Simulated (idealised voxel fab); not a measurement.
process module | voxel ribs on slabs
cross-section cut | 170 nm wide | cells 5 nm
A cross-section is a grid of square cells, given in bands from the top down. A band is one or more rows of cells.
Each band's line starts with the height of the band's top and of its bottom, in nm. Then come its materials from left to right, each with its width in nm. One material with "throughout" fills the band from edge to edge. "air" is empty space.
Height 0 is the level under which the wafer as received is all one material. The lowest band goes on downwards, as in "0 down".
A width such as "30 to 40" changes by the same amount from each row of cells to the next, from the band's top row to its bottom row.
"no change" after a step means that no cell of the cross-section changed.
closed voids: empty space of 8 cells or more with no open way to the top, each as width x height at its distance from the left edge, in nm
after a step's settings: what the simulator itself notes on the step
overlay nm, on a step with a mask: how far to the right of its planned place the mask lay; to the left if negative
plan
1 op RECEIVE | material Si
2 op DIRECTIONAL_DEP | material SiO2 | thk nm 25
3 op DIRECTIONAL_DEP | material SiN | thk nm 20
4 op MASKED_ETCH | tone cover | mask id RIB | width nm 20 | etch materials SiN | depth nm 15 | overlay nm 0
5 op PATTERN | tone cover | mask id SLAB | material resist | width nm 60 | thk nm 15 | overlay nm 0
6 op DIRECTIONAL_ETCH | etch materials SiN | depth nm 5
7 op STRIP | etch materials resist
8 op FILL_DEP | material SiO2 | thk nm 25
9 op CMP | height nm 60
10 op DIRECTIONAL_DEP | material TiN | thk nm 5
11 op PATTERN | tone cover | mask id HEATER | material resist | width nm 30 | thk nm 15 | overlay nm 0
12 op DIRECTIONAL_ETCH | etch materials TiN | depth nm 5
13 op STRIP | etch materials resist
14 op CONFORMAL_DEP | material SiN | thk nm 10
as received, after step 1
  0 down: Si throughout
  closed voids: none
first wafer at the end, as planned
  75 to 70: air 60 | SiN 50 | air 60
  70 to 65: SiN throughout
  65 to 60: SiN 70 | TiN 30 | SiN 70
  60 to 45: SiO2 throughout
  45 to 30: SiO2 75 | SiN 20 | SiO2 75
  30 to 25: SiO2 55 | SiN 60 | SiO2 55
  25 to 0: SiO2 throughout
  0 down: Si throughout
  closed voids: none
second wafer at the end: like start, like plan, one mistake
  75 to 70: air 60 | SiO2 50 | air 60
  70 to 65: SiO2 throughout
  65 to 60: SiO2 70 | TiN 30 | SiO2 70
  60 to 45: SiO2 throughout
  45 to 30: SiO2 75 | SiN 20 | SiO2 75
  30 to 25: SiO2 55 | SiN 60 | SiO2 55
  25 to 0: SiO2 throughout
  0 down: Si throughout
  closed voids: none
what went wrong: step 14 ran as: op CONFORMAL_DEP | material SiO2 | thk nm 10
at the end the second wafer has, in cells: 72 fewer of SiN | 72 more of SiO2
